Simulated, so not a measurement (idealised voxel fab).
Process module, titled voxel gate over fins
Cross-sectional view cut (width: 210 nm; square cell size: 5 nm).
We lay out every cross-section as a grid of square cells and spell it out in bands from the top down, where one band means one or more rows of cells. Each band's line starts with the height of the band's top and of its bottom, in nm. Then come its materials from left to right, each with its width in nm. One material with "all across" fills the band from edge to edge. "air" is empty space. Beneath 0, the wafer as received is one material, and that level is where height counting begins. The lowest band goes on downward without a bottom; it is written like "0 and below". Width spec "30..40" -> top row of cells at first value, bottom row at second value, equal per-row change in between. The designation "same as before", where it is given for a processing step, indicates that no cell of the cross-section was altered in the course of that step. Under "Sealed voids" you'll find the enclosed gaps, the ones with no way out to the top, that are 8 cells or bigger; each reads width x height at distance, with distance counted from the left edge, everything in nm. Text after the settings on a step's line: the simulator's own remark on that step. "overlay nm" on a masked step: distance the mask lay right of its planned place, negative for left.
### So here's the lineup of process steps we planned
| 1 | RECEIVE, material Si |
| 2 | CONFORMAL_DEP, material SiN, thk nm 5 |
| 3 | DIRECTIONAL_DEP, material aC, thk nm 10 |
| 4 | PATTERN, tone cover, mask id FINS, material resist, width nm 15, pitch nm 60, thk nm 25, overlay nm 0 |
| 5 | DIRECTIONAL_ETCH, etch materials aC, depth nm 10 |
| 6 | STRIP, etch materials resist |
| 7 | DIRECTIONAL_ETCH, etch materials SiN, depth nm 5 |
| 8 | DIRECTIONAL_ETCH, etch materials Si, depth nm 35 |
| 9 | STRIP, etch materials aC |
| 10 | FILL_DEP, material SiO2, thk nm 5 |
| 11 | CMP, height nm 5 |
| 12 | DIRECTIONAL_DEP, material aC, thk nm 10 |
| 13 | PATTERN, tone open, mask id RAIL, material resist, width nm 15, thk nm 25, overlay nm 0 |
| 14 | DIRECTIONAL_ETCH, etch materials aC, depth nm 10 |
| 15 | STRIP, etch materials resist |
| 16 | DIRECTIONAL_ETCH, etch materials SiO2, depth nm 35 |
| 17 | STRIP, etch materials aC |
| 18 | CONFORMAL_DEP, material TiN, thk nm 5 |
| 19 | FILL_DEP, material Ru, thk nm 5 |
| 20 | CMP, height nm 5 |
| 21 | SELECTIVE_ETCH, etch materials W Ru TiN, depth nm 20 |
| 22 | FILL_DEP, material SiO2, thk nm 5 |
| 23 | CMP, height nm 5 |
| 24 | SELECTIVE_ETCH, etch materials SiO2, depth nm 15 |
| 25 | STRIP, etch materials SiN |
| 26 | CONFORMAL_DEP, material HfO2, thk nm 5 |
| 27 | CONFORMAL_DEP, material TiN, thk nm 5 |
| 28 | FILL_DEP, material W, thk nm 10 |
| 29 | CMP, height nm 15 |
| 30 | CONFORMAL_DEP, material SiN, thk nm 10 |
### First of the two wafers, run per plan
### Wafer cross-section on receipt, i.e. after step 1
* 0 and below = Si all across
* Sealed voids: none
### after step 2
* 5 down to 0 = SiN all across
* For the remainder of the cross-section, below 0, there is no change.
### after step 3
* 15 down to 5 = aC all across
* For the remainder of the cross-section, below 5, there is no change.
### after step 4
* 40 down to 15 = 65 nm air, 15 nm resist, 45 nm air, 15 nm resist, 70 nm air
* For the remainder of the cross-section, below 15, there is no change.
### after step 5
* 30 down to 15 = 65 nm air, 15 nm resist, 45 nm air, 15 nm resist, 70 nm air
* 15 down to 5 = 65 nm air, 15 nm aC, 45 nm air, 15 nm aC, 70 nm air
* For the remainder of the cross-section, below 5, there is no change.
### after step 6
* 15 down to 5 = 65 nm air, 15 nm aC, 45 nm air, 15 nm aC, 70 nm air
* For the remainder of the cross-section, below 5, there is no change.
### after step 7
* 15 down to 5 = 65 nm air, 15 nm aC, 45 nm air, 15 nm aC, 70 nm air
* 5 down to 0 = 65 nm air, 15 nm SiN, 45 nm air, 15 nm SiN, 70 nm air
* For the remainder of the cross-section, below 0, there is no change.
### after step 8
* 15 down to 5 = 65 nm air, 15 nm aC, 45 nm air, 15 nm aC, 70 nm air
* 5 down to 0 = 65 nm air, 15 nm SiN, 45 nm air, 15 nm SiN, 70 nm air
* 0 down to -35 = 65 nm air, 15 nm Si, 45 nm air, 15 nm Si, 70 nm air
* For the remainder of the cross-section, below -35, there is no change.
### after step 9
* 5 down to 0 = 65 nm air, 15 nm SiN, 45 nm air, 15 nm SiN, 70 nm air
* For the remainder of the cross-section, below 0, there is no change.
### after step 10
* 10 down to 5 = SiO2 all across
* 5 down to 0 = 65 nm SiO2, 15 nm SiN, 45 nm SiO2, 15 nm SiN, 70 nm SiO2
* 0 down to -35 = 65 nm SiO2, 15 nm Si, 45 nm SiO2, 15 nm Si, 70 nm SiO2
* For the remainder of the cross-section, below -35, there is no change.
### after step 11
* 5 down to 0 = 65 nm SiO2, 15 nm SiN, 45 nm SiO2, 15 nm SiN, 70 nm SiO2
* For the remainder of the cross-section, below 0, there is no change.
### after step 12
* 15 down to 5 = aC all across
* For the remainder of the cross-section, below 5, there is no change.
### after step 13
* 40 down to 15 = 95 nm resist, 15 nm air, 100 nm resist
* For the remainder of the cross-section, below 15, there is no change.
### after step 14
* 30 down to 15 = 95 nm resist, 15 nm air, 100 nm resist
* 15 down to 5 = 95 nm aC, 15 nm air, 100 nm aC
* For the remainder of the cross-section, below 5, there is no change.
### after step 15
* 15 down to 5 = 95 nm aC, 15 nm air, 100 nm aC
* For the remainder of the cross-section, below 5, there is no change.
### after step 16
* 15 down to 5 = 95 nm aC, 15 nm air, 100 nm aC
* 5 down to 0 = 65 nm SiO2, 15 nm SiN, 15 nm SiO2, 15 nm air, 15 nm SiO2, 15 nm SiN, 70 nm SiO2
* 0 down to -30 = 65 nm SiO2, 15 nm Si, 15 nm SiO2, 15 nm air, 15 nm SiO2, 15 nm Si, 70 nm SiO2
* For the remainder of the cross-section, below -30, there is no change.
### after step 17
* 5 down to 0 = 65 nm SiO2, 15 nm SiN, 15 nm SiO2, 15 nm air, 15 nm SiO2, 15 nm SiN, 70 nm SiO2
* For the remainder of the cross-section, below 0, there is no change.
### after step 18
* 10 down to 5 = 100 nm TiN, 5 nm air, 105 nm TiN
* 5 down to 0 = 65 nm SiO2, 15 nm SiN, 15 nm SiO2, 5 nm TiN, 5 nm air, 5 nm TiN, 15 nm SiO2, 15 nm SiN, 70 nm SiO2
* 0 down to -25 = 65 nm SiO2, 15 nm Si, 15 nm SiO2, 5 nm TiN, 5 nm air, 5 nm TiN, 15 nm SiO2, 15 nm Si, 70 nm SiO2
* -25 down to -30 = 65 nm SiO2, 15 nm Si, 15 nm SiO2, 15 nm TiN, 15 nm SiO2, 15 nm Si, 70 nm SiO2
* For the remainder of the cross-section, below -30, there is no change.
### after step 19
* 15 down to 10 = Ru all across
* 10 down to 5 = 100 nm TiN, 5 nm Ru, 105 nm TiN
* 5 down to 0 = 65 nm SiO2, 15 nm SiN, 15 nm SiO2, 5 nm TiN, 5 nm Ru, 5 nm TiN, 15 nm SiO2, 15 nm SiN, 70 nm SiO2
* 0 down to -25 = 65 nm SiO2, 15 nm Si, 15 nm SiO2, 5 nm TiN, 5 nm Ru, 5 nm TiN, 15 nm SiO2, 15 nm Si, 70 nm SiO2
* For the remainder of the cross-section, below -25, there is no change.
### after step 20
* 5 down to 0 = 65 nm SiO2, 15 nm SiN, 15 nm SiO2, 5 nm TiN, 5 nm Ru, 5 nm TiN, 15 nm SiO2, 15 nm SiN, 70 nm SiO2
* For the remainder of the cross-section, below 0, there is no change.
### after step 21
* 5 down to 0 = 65 nm SiO2, 15 nm SiN, 15 nm SiO2, 15 nm air, 15 nm SiO2, 15 nm SiN, 70 nm SiO2
* 0 down to -15 = 65 nm SiO2, 15 nm Si, 15 nm SiO2, 15 nm air, 15 nm SiO2, 15 nm Si, 70 nm SiO2
* For the remainder of the cross-section, below -15, there is no change.
### after step 22
* 10 down to 5 = SiO2 all across
* 5 down to 0 = 65 nm SiO2, 15 nm SiN, 45 nm SiO2, 15 nm SiN, 70 nm SiO2
* 0 down to -15 = 65 nm SiO2, 15 nm Si, 45 nm SiO2, 15 nm Si, 70 nm SiO2
* For the remainder of the cross-section, below -15, there is no change.
### after step 23
* 5 down to 0 = 65 nm SiO2, 15 nm SiN, 45 nm SiO2, 15 nm SiN, 70 nm SiO2
* For the remainder of the cross-section, below 0, there is no change.
### after step 24
* 5 down to 0 = 65 nm air, 15 nm SiN, 45 nm air, 15 nm SiN, 70 nm air
* 0 down to -10 = 65 nm air, 15 nm Si, 45 nm air, 15 nm Si, 70 nm air
* For the remainder of the cross-section, below -10, there is no change.
### after step 25
* 0 down to -10 = 65 nm air, 15 nm Si, 45 nm air, 15 nm Si, 70 nm air
* For the remainder of the cross-section, below -10, there is no change.
### after step 26
* 5 down to 0 = 60 nm air, 25 nm HfO2, 35 nm air, 25 nm HfO2, 65 nm air
* 0 down to -5 = 60 nm air, 5 nm HfO2, 15 nm Si, 5 nm HfO2, 35 nm air, 5 nm HfO2, 15 nm Si, 5 nm HfO2, 65 nm air
* -5 down to -10 = 65 nm HfO2, 15 nm Si, 45 nm HfO2, 15 nm Si, 70 nm HfO2
* For the remainder of the cross-section, below -10, there is no change.
### after step 27
* 10 down to 5 = 55 nm air, 35 nm TiN, 25 nm air, 35 nm TiN, 60 nm air
* 5 down to 0 = 55 nm air, 5 nm TiN, 25 nm HfO2, 5 nm TiN, 25 nm air, 5 nm TiN, 25 nm HfO2, 5 nm TiN, 60 nm air
* 0 down to -5 = 60 nm TiN, 5 nm HfO2, 15 nm Si, 5 nm HfO2, 35 nm TiN, 5 nm HfO2, 15 nm Si, 5 nm HfO2, 65 nm TiN
* For the remainder of the cross-section, below -5, there is no change.
### after step 28
* 20 down to 10 = W all across
* 10 down to 5 = 55 nm W, 35 nm TiN, 25 nm W, 35 nm TiN, 60 nm W
* 5 down to 0 = 55 nm W, 5 nm TiN, 25 nm HfO2, 5 nm TiN, 25 nm W, 5 nm TiN, 25 nm HfO2, 5 nm TiN, 60 nm W
* For the remainder of the cross-section, below 0, there is no change.
### after step 29
* 15 down to 10 = W all across
* For the remainder of the cross-section, below 10, there is no change.
### after step 30
* 25 down to 15 = SiN all across
* For the remainder of the cross-section, below 15, there is no change.
### The Second Wafer: Common Origin and Plan, One Mistake in Execution, Identical to the First Through Step 7
### X-section, second wafer, when step 8 was due to finish
* 15 down to 5 = 65 nm air, 15 nm aC, 45 nm air, 15 nm aC, 70 nm air
* 5 down to 0 = 65 nm air, 15 nm SiN, 45 nm air, 15 nm SiN, 70 nm air
* 0 down to -70 = 65 nm air, 15 nm Si, 45 nm air, 15 nm Si, 70 nm air
* For the remainder of the cross-section, below -70, there is no change.
### X-section, second wafer, when step 9 was due to finish
* 5 down to 0 = 65 nm air, 15 nm SiN, 45 nm air, 15 nm SiN, 70 nm air
* For the remainder of the cross-section, below 0, there is no change.
### X-section, second wafer, when step 10 was due to finish
* 10 down to 5 = SiO2 all across
* 5 down to 0 = 65 nm SiO2, 15 nm SiN, 45 nm SiO2, 15 nm SiN, 70 nm SiO2
* 0 down to -70 = 65 nm SiO2, 15 nm Si, 45 nm SiO2, 15 nm Si, 70 nm SiO2
* For the remainder of the cross-section, below -70, there is no change.
### X-section, second wafer, when step 11 was due to finish
* 5 down to 0 = 65 nm SiO2, 15 nm SiN, 45 nm SiO2, 15 nm SiN, 70 nm SiO2
* For the remainder of the cross-section, below 0, there is no change.
### X-section, second wafer, when step 12 was due to finish
* 15 down to 5 = aC all across
* For the remainder of the cross-section, below 5, there is no change.
### X-section, second wafer, when step 13 was due to finish
* 40 down to 15 = 95 nm resist, 15 nm air, 100 nm resist
* For the remainder of the cross-section, below 15, there is no change.
### X-section, second wafer, when step 14 was due to finish
* 30 down to 15 = 95 nm resist, 15 nm air, 100 nm resist
* 15 down to 5 = 95 nm aC, 15 nm air, 100 nm aC
* For the remainder of the cross-section, below 5, there is no change.
### X-section, second wafer, when step 15 was due to finish
* 15 down to 5 = 95 nm aC, 15 nm air, 100 nm aC
* For the remainder of the cross-section, below 5, there is no change.
### X-section, second wafer, when step 16 was due to finish
* 15 down to 5 = 95 nm aC, 15 nm air, 100 nm aC
* 5 down to 0 = 65 nm SiO2, 15 nm SiN, 15 nm SiO2, 15 nm air, 15 nm SiO2, 15 nm SiN, 70 nm SiO2
* 0 down to -30 = 65 nm SiO2, 15 nm Si, 15 nm SiO2, 15 nm air, 15 nm SiO2, 15 nm Si, 70 nm SiO2
* For the remainder of the cross-section, below -30, there is no change.
### X-section, second wafer, when step 17 was due to finish
* 5 down to 0 = 65 nm SiO2, 15 nm SiN, 15 nm SiO2, 15 nm air, 15 nm SiO2, 15 nm SiN, 70 nm SiO2
* For the remainder of the cross-section, below 0, there is no change.
### X-section, second wafer, when step 18 was due to finish
* 10 down to 5 = 100 nm TiN, 5 nm air, 105 nm TiN
* 5 down to 0 = 65 nm SiO2, 15 nm SiN, 15 nm SiO2, 5 nm TiN, 5 nm air, 5 nm TiN, 15 nm SiO2, 15 nm SiN, 70 nm SiO2
* 0 down to -25 = 65 nm SiO2, 15 nm Si, 15 nm SiO2, 5 nm TiN, 5 nm air, 5 nm TiN, 15 nm SiO2, 15 nm Si, 70 nm SiO2
* -25 down to -30 = 65 nm SiO2, 15 nm Si, 15 nm SiO2, 15 nm TiN, 15 nm SiO2, 15 nm Si, 70 nm SiO2
* For the remainder of the cross-section, below -30, there is no change.
### X-section, second wafer, when step 19 was due to finish
* 15 down to 10 = Ru all across
* 10 down to 5 = 100 nm TiN, 5 nm Ru, 105 nm TiN
* 5 down to 0 = 65 nm SiO2, 15 nm SiN, 15 nm SiO2, 5 nm TiN, 5 nm Ru, 5 nm TiN, 15 nm SiO2, 15 nm SiN, 70 nm SiO2
* 0 down to -25 = 65 nm SiO2, 15 nm Si, 15 nm SiO2, 5 nm TiN, 5 nm Ru, 5 nm TiN, 15 nm SiO2, 15 nm Si, 70 nm SiO2
* For the remainder of the cross-section, below -25, there is no change.
### X-section, second wafer, when step 20 was due to finish
* 5 down to 0 = 65 nm SiO2, 15 nm SiN, 15 nm SiO2, 5 nm TiN, 5 nm Ru, 5 nm TiN, 15 nm SiO2, 15 nm SiN, 70 nm SiO2
* For the remainder of the cross-section, below 0, there is no change.
### X-section, second wafer, when step 21 was due to finish
* 5 down to 0 = 65 nm SiO2, 15 nm SiN, 15 nm SiO2, 15 nm air, 15 nm SiO2, 15 nm SiN, 70 nm SiO2
* 0 down to -15 = 65 nm SiO2, 15 nm Si, 15 nm SiO2, 15 nm air, 15 nm SiO2, 15 nm Si, 70 nm SiO2
* For the remainder of the cross-section, below -15, there is no change.
### X-section, second wafer, when step 22 was due to finish
* 10 down to 5 = SiO2 all across
* 5 down to 0 = 65 nm SiO2, 15 nm SiN, 45 nm SiO2, 15 nm SiN, 70 nm SiO2
* 0 down to -15 = 65 nm SiO2, 15 nm Si, 45 nm SiO2, 15 nm Si, 70 nm SiO2
* For the remainder of the cross-section, below -15, there is no change.
### X-section, second wafer, when step 23 was due to finish
* 5 down to 0 = 65 nm SiO2, 15 nm SiN, 45 nm SiO2, 15 nm SiN, 70 nm SiO2
* For the remainder of the cross-section, below 0, there is no change.
### X-section, second wafer, when step 24 was due to finish
* 5 down to 0 = 65 nm air, 15 nm SiN, 45 nm air, 15 nm SiN, 70 nm air
* 0 down to -10 = 65 nm air, 15 nm Si, 45 nm air, 15 nm Si, 70 nm air
* For the remainder of the cross-section, below -10, there is no change.
### X-section, second wafer, when step 25 was due to finish
* 0 down to -10 = 65 nm air, 15 nm Si, 45 nm air, 15 nm Si, 70 nm air
* For the remainder of the cross-section, below -10, there is no change.
### X-section, second wafer, when step 26 was due to finish
* 5 down to 0 = 60 nm air, 25 nm HfO2, 35 nm air, 25 nm HfO2, 65 nm air
* 0 down to -5 = 60 nm air, 5 nm HfO2, 15 nm Si, 5 nm HfO2, 35 nm air, 5 nm HfO2, 15 nm Si, 5 nm HfO2, 65 nm air
* -5 down to -10 = 65 nm HfO2, 15 nm Si, 45 nm HfO2, 15 nm Si, 70 nm HfO2
* For the remainder of the cross-section, below -10, there is no change.
### X-section, second wafer, when step 27 was due to finish
* 10 down to 5 = 55 nm air, 35 nm TiN, 25 nm air, 35 nm TiN, 60 nm air
* 5 down to 0 = 55 nm air, 5 nm TiN, 25 nm HfO2, 5 nm TiN, 25 nm air, 5 nm TiN, 25 nm HfO2, 5 nm TiN, 60 nm air
* 0 down to -5 = 60 nm TiN, 5 nm HfO2, 15 nm Si, 5 nm HfO2, 35 nm TiN, 5 nm HfO2, 15 nm Si, 5 nm HfO2, 65 nm TiN
* For the remainder of the cross-section, below -5, there is no change.
### X-section, second wafer, when step 28 was due to finish
* 20 down to 10 = W all across
* 10 down to 5 = 55 nm W, 35 nm TiN, 25 nm W, 35 nm TiN, 60 nm W
* 5 down to 0 = 55 nm W, 5 nm TiN, 25 nm HfO2, 5 nm TiN, 25 nm W, 5 nm TiN, 25 nm HfO2, 5 nm TiN, 60 nm W
* For the remainder of the cross-section, below 0, there is no change.
### X-section, second wafer, when step 29 was due to finish
* 15 down to 10 = W all across
* For the remainder of the cross-section, below 10, there is no change.
### X-section, second wafer, when step 30 was due to finish
* 25 down to 15 = SiN all across
* For the remainder of the cross-section, below 15, there is no change.
The mistake made against the process plan was this: step 8, plan: ran twice
At the finish, the second wafer shows more or fewer cells for some materials than the first does: Si: 252 fewer, SiO2: 252 more
